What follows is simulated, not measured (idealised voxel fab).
process module | voxel ribs on slabs
cross-section cut | 270 nm wide | cells 5 nm
A cross-section is a grid of square cells, given in bands from the top down. A band is one or more rows of cells.
Each band's line starts with the height of the band's top and of its bottom, in nm. Then come its materials from left to right, each with its width in nm. One material with "throughout" fills the band from edge to edge. "air" is empty space.
Height 0 is the level under which the wafer as received is all one material. The lowest band goes on downwards, as in "0 down".
A width such as "30 to 40" changes by the same amount from each row of cells to the next, from the band's top row to its bottom row.
"no change" after a step means that no cell of the cross-section changed.
closed voids: empty space of 8 cells or more with no open way to the top, each as width x height at its distance from the left edge, in nm
after a step's settings: what the simulator itself notes on the step
overlay nm, on a step with a mask: how far to the right of its planned place the mask lay; to the left if negative
plan
1 op RECEIVE | material Si
2 op DIRECTIONAL_DEP | material SiO2 | thk nm 20
3 op DIRECTIONAL_DEP | material polySi | thk nm 15
4 op MASKED_ETCH | tone cover | mask id RIB | width nm 20 | etch materials polySi | depth nm 5 | overlay nm 0
5 op DIRECTIONAL_DEP | material aC | thk nm 10
6 op PATTERN | tone cover | mask id SLAB | material resist | width nm 50 | thk nm 25 | overlay nm 0
7 op DIRECTIONAL_ETCH | etch materials aC | depth nm 10
8 op STRIP | etch materials resist
9 op DIRECTIONAL_ETCH | etch materials polySi | depth nm 10
10 op STRIP | etch materials aC
11 op FILL_DEP | material SiO2 | thk nm 25
12 op CMP | height nm 50
13 op DIRECTIONAL_DEP | material W | thk nm 5
14 op DIRECTIONAL_DEP | material aC | thk nm 10
15 op PATTERN | tone cover | mask id HEATER | material resist | width nm 30 | thk nm 30 | overlay nm 0
16 op DIRECTIONAL_ETCH | etch materials aC | depth nm 10
17 op STRIP | etch materials resist
18 op DIRECTIONAL_ETCH | etch materials W | depth nm 5
19 op STRIP | etch materials aC
20 op CONFORMAL_DEP | material SiN | thk nm 10
first wafer, as planned
as received, after step 1
  0 down: Si throughout
  closed voids: none
after step 2
  20 to 0: SiO2 throughout
  below 0: unchanged
after step 3
  35 to 20: polySi throughout
  below 20: unchanged
after step 4
  35 to 30: air 125 | polySi 20 | air 125
  below 30: unchanged
after step 5
  45 to 40: air 125 | aC 20 | air 125
  40 to 35: aC throughout
  35 to 30: aC 125 | polySi 20 | aC 125
  below 30: unchanged
after step 6
  70 to 45: air 110 | resist 50 | air 110
  45 to 40: air 110 | resist 15 | aC 20 | resist 15 | air 110
  below 40: unchanged
after step 7
  60 to 45: air 110 | resist 50 | air 110
  45 to 40: air 110 | resist 15 | aC 20 | resist 15 | air 110
  40 to 35: air 110 | aC 50 | air 110
  35 to 30: air 110 | aC 15 | polySi 20 | aC 15 | air 110
  below 30: unchanged
after step 8
  45 to 35: air 125 to 110 | aC 20 to 50 | air 125 to 110
  below 35: unchanged
after step 9
  45 to 35: air 125 to 110 | aC 20 to 50 | air 125 to 110
  35 to 30: air 110 | aC 15 | polySi 20 | aC 15 | air 110
  30 to 20: air 110 | polySi 50 | air 110
  below 20: unchanged
after step 10
  35 to 30: air 125 | polySi 20 | air 125
  below 30: unchanged
after step 11
  60 to 35: SiO2 throughout
  35 to 30: SiO2 125 | polySi 20 | SiO2 125
  30 to 20: SiO2 110 | polySi 50 | SiO2 110
  below 20: unchanged
after step 12
  50 to 35: SiO2 throughout
  below 35: unchanged
after step 13
  55 to 50: W throughout
  below 50: unchanged
after step 14
  65 to 55: aC throughout
  below 55: unchanged
after step 15
  95 to 65: air 120 | resist 30 | air 120
  below 65: unchanged
after step 16
  85 to 65: air 120 | resist 30 | air 120
  65 to 55: air 120 | aC 30 | air 120
  below 55: unchanged
after step 17
  65 to 55: air 120 | aC 30 | air 120
  below 55: unchanged
after step 18
  65 to 55: air 120 | aC 30 | air 120
  55 to 50: air 120 | W 30 | air 120
  below 50: unchanged
after step 19
  55 to 50: air 120 | W 30 | air 120
  below 50: unchanged
after step 20
  65 to 60: air 110 | SiN 50 | air 110
  60 to 55: SiN throughout
  55 to 50: SiN 120 | W 30 | SiN 120
  below 50: unchanged
second wafer: like start, like plan, one mistake. Through step 3 it matches the first wafer
when step 4 should have ended
  35 to 30: air 130 | polySi 20 | air 120
  below 30: unchanged
when step 5 should have ended
  45 to 40: air 130 | aC 20 | air 120
  40 to 35: aC throughout
  35 to 30: aC 130 | polySi 20 | aC 120
  below 30: unchanged
when step 6 should have ended
  70 to 45: air 110 | resist 50 | air 110
  45 to 40: air 110 | resist 20 | aC 20 | resist 10 | air 110
  below 40: unchanged
when step 7 should have ended
  60 to 45: air 110 | resist 50 | air 110
  45 to 40: air 110 | resist 20 | aC 20 | resist 10 | air 110
  40 to 35: air 110 | aC 50 | air 110
  35 to 30: air 110 | aC 20 | polySi 20 | aC 10 | air 110
  below 30: unchanged
when step 8 should have ended
  45 to 35: air 130 to 110 | aC 20 to 50 | air 120 to 110
  below 35: unchanged
when step 9 should have ended
  45 to 35: air 130 to 110 | aC 20 to 50 | air 120 to 110
  35 to 30: air 110 | aC 20 | polySi 20 | aC 10 | air 110
  30 to 20: air 110 | polySi 50 | air 110
  below 20: unchanged
when step 10 should have ended
  35 to 30: air 130 | polySi 20 | air 120
  below 30: unchanged
when step 11 should have ended
  60 to 35: SiO2 throughout
  35 to 30: SiO2 130 | polySi 20 | SiO2 120
  30 to 20: SiO2 110 | polySi 50 | SiO2 110
  below 20: unchanged
when step 12 should have ended
  50 to 35: SiO2 throughout
  below 35: unchanged
when step 13 should have ended
  55 to 50: W throughout
  below 50: unchanged
when step 14 should have ended
  65 to 55: aC throughout
  below 55: unchanged
when step 15 should have ended
  95 to 65: air 120 | resist 30 | air 120
  below 65: unchanged
when step 16 should have ended
  85 to 65: air 120 | resist 30 | air 120
  65 to 55: air 120 | aC 30 | air 120
  below 55: unchanged
when step 17 should have ended
  65 to 55: air 120 | aC 30 | air 120
  below 55: unchanged
when step 18 should have ended
  65 to 55: air 120 | aC 30 | air 120
  55 to 50: air 120 | W 30 | air 120
  below 50: unchanged
when step 19 should have ended
  55 to 50: air 120 | W 30 | air 120
  below 50: unchanged
when step 20 should have ended
  65 to 60: air 110 | SiN 50 | air 110
  60 to 55: SiN throughout
  55 to 50: SiN 120 | W 30 | SiN 120
  below 50: unchanged
what went wrong: step 4 ran as: op MASKED_ETCH | tone cover | mask id RIB | width nm 20 | etch materials polySi | depth nm 5 | overlay nm 5
at the end the second wafer has, in cells: as many of each material as the first, in other places
